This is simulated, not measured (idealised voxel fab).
Name of the process module below: voxel ribs on slabs
FYI the section here is cut, 175 nm wide, cells are 5 nm squares.
Cross-section layout: square cells on a grid; listed as bands, top to bottom; a band spans one or more cell rows. Each band's line starts with the height of the band's top and of its bottom, in nm. Then come its materials from left to right, each with its width in nm. One material with "all across" fills the band from edge to edge. "blank" is empty space. Counting heights begins at 0, where everything beneath is, in the wafer as received, one material. The lowest band has no bottom; it goes on downwards, as "0..down" shows. Width spec "30 to 40" -> top row of cells at first value, bottom row at second value, equal per-row change in between. Step marked "same as before"? Then no cell in the cross-section changed in it. The entry titled "Voids, fully enclosed" provides the empty spaces that have no open way to the top, restricted to those of 8 cells or more. Each is presented as width x height at distance, the distance being measured from the left edge, with all three in nm. Heads up: the bit after the settings on a step's line is the simulator's remark on that step. overlay nm, on a step with a mask: how far to the right of its planned place the mask lay; to the left if negative.
# Planned step list for the process
1. op RECEIVE | material Si
2. op DIRECTIONAL_DEP | material SiO2 | thk nm 30
3. op DIRECTIONAL_DEP | material polySi | thk nm 25
4. op MASKED_ETCH | tone cover | mask id RIB | width nm 25 | etch materials polySi | depth nm 15 | overlay nm 0
5. op MASKED_ETCH | tone cover | mask id SLAB | width nm 65 | etch materials polySi | depth nm 10 | overlay nm 0
6. op FILL_DEP | material SiO2 | thk nm 25
7. op CMP | height nm 70
8. op DIRECTIONAL_DEP | material W | thk nm 5
9. op MASKED_ETCH | tone cover | mask id HEATER | width nm 35 | etch materials W | depth nm 5 | overlay nm 0
10. op CONFORMAL_DEP | material SiN | thk nm 5
# Cross-section of the wafer upon arrival, representing the state reached after step 1
    0..down = Si all across
    Voids, fully enclosed: none
# The first of the two wafers as seen in cross-section once the module was finished; processing followed the plan
    80..75 = blank (65)  SiN (45)  blank (65)
    75..70 = SiN (70)  W (35)  SiN (70)
    70..55 = SiO2 all across
    55..40 = SiO2 (75)  polySi (25)  SiO2 (75)
    40..30 = SiO2 (55)  polySi (65)  SiO2 (55)
    30..0 = SiO2 all across
    0..down = Si all across
    Voids, fully enclosed: none
# Second wafer of the two, sectioned at the end of the module. It began like the first and followed the same plan, but one mistake was made while running it
    80..75 = blank (65)  SiN (45)  blank (65)
    75..70 = SiN (70)  W (35)  SiN (70)
    70..65 = SiO2 (75)  polySi (25)  SiO2 (75)
    65..55 = SiO2 (55)  polySi (65)  SiO2 (55)
    55..30 = polySi all across
    30..0 = SiO2 all across
    0..down = Si all across
    Voids, fully enclosed: none
what went wrong: yeah, plan step 3 got run twice
Wrapping up, a cell-based count of both wafers puts the second over or under the first for these materials: SiO2 -165, polySi +165
